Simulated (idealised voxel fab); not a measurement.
Process module, titled voxel fin reveal
170 nm wide, 5 nm square cells: that's cross-section cut.
Notation: cross-section as square-cell grid; stated in bands, top first, going down; one or more cell rows per band.
What a band's entry tells you: where the top is and where the bottom is, as heights in nm, and after that what lies inside, material by material from left to right, each with its width in nm. Empty space is written as the word "empty", and a single material marked with the word "throughout" occupies the band from edge to edge.
Where do heights start? At 0: under that level the wafer as delivered is made of one material only. And the lowest band has no floor; it just carries on downward, as in "0 -> down".
Think of "30->40" as a width that walks from the first number to the second as you go down the band, top row to bottom row, taking equal-sized steps from row to row.
The designation "no modifications", where it is given for a processing step, indicates that no cell of the cross-section was altered in the course of that step.
Closed empty spaces (no open way to the top) of 8 cells or more are what "Sealed void listing" lists, each as width x height at distance from the left edge, nm for all three.
If you see something after the settings on a step's line, that's the simulator's own remark about that step.
"overlay nm", when on a step's line for a step with a mask, measures how far to the right of its planned place the mask lay; a negative measure means to the left.

### plan
- 1: RECEIVE [material Si]
- 2: CONFORMAL_DEP [material SiN] [thk nm 5]
- 3: MASKED_ETCH [tone cover] [mask id FINS] [width nm 15] [pitch nm 35] [etch materials SiN] [depth nm 5] [overlay nm 0]
- 4: MASKED_ETCH [tone cover] [mask id FINS] [width nm 15] [pitch nm 35] [etch materials Si] [depth nm 30] [overlay nm 0]
- 5: OXIDIZE [depth nm 5]
- 6: FILL_DEP [material SiO2] [thk nm 5]
- 7: CMP [height nm 5]
- 8: SELECTIVE_ETCH [etch materials SiO2] [depth nm 20]
- 9: STRIP [etch materials SiN]
- 10: CONFORMAL_DEP [material SiO2] [thk nm 5]
Keep in mind the plan's value for the thk nm of step 10 comes from the first wafer; the wafers don't share that setting, but they do share the same starting point.

### Received condition of the first of several wafers, sectioned: post-step 1
* 0 -> down | Si throughout
* Sealed void listing: none

### Here's the first of several wafers in cross-section, end of the module, after the last step, step 10
* 5 -> 0 | 25 of empty; 15 of SiO2; 20 of empty; 15 of SiO2; 20 of empty; 15 of SiO2; 20 of empty; 15 of SiO2; 25 of empty
* 0 -> -10 | 25 of empty; 5 of SiO2; 5 of Si; 5 of SiO2; 20 of empty; 5 of SiO2; 5 of Si; 5 of SiO2; 20 of empty; 5 of SiO2; 5 of Si; 5 of SiO2; 20 of empty; 5 of SiO2; 5 of Si; 5 of SiO2; 25 of empty
* -10 -> -35 | 30 of SiO2; 5 of Si; 30 of SiO2; 5 of Si; 30 of SiO2; 5 of Si; 30 of SiO2; 5 of Si; 30 of SiO2
* -35 -> down | Si throughout
* Sealed void listing: none

### At the end of the module, the last of several wafers in cross-section
* 20 -> 5 | 10 of empty; 150 of SiO2; 10 of empty
* 5 -> 0 | SiO2 throughout
* 0 -> -35 | 30 of SiO2; 5 of Si; 30 of SiO2; 5 of Si; 30 of SiO2; 5 of Si; 30 of SiO2; 5 of Si; 30 of SiO2
* -35 -> down | Si throughout
* Sealed void listing: none

### Gained (+) or lost (-) cells of each material since receipt, then closed voids: one row per wafer, at the end of the module
thk nm 5, -210 Si, +178 SiO2, Sealed void listing: none
thk nm 10, -210 Si, +236 SiO2, Sealed void listing: none
thk nm 15, -210 Si, +294 SiO2, Sealed void listing: none
thk nm 20, -210 Si, +334 SiO2, Sealed void listing: none
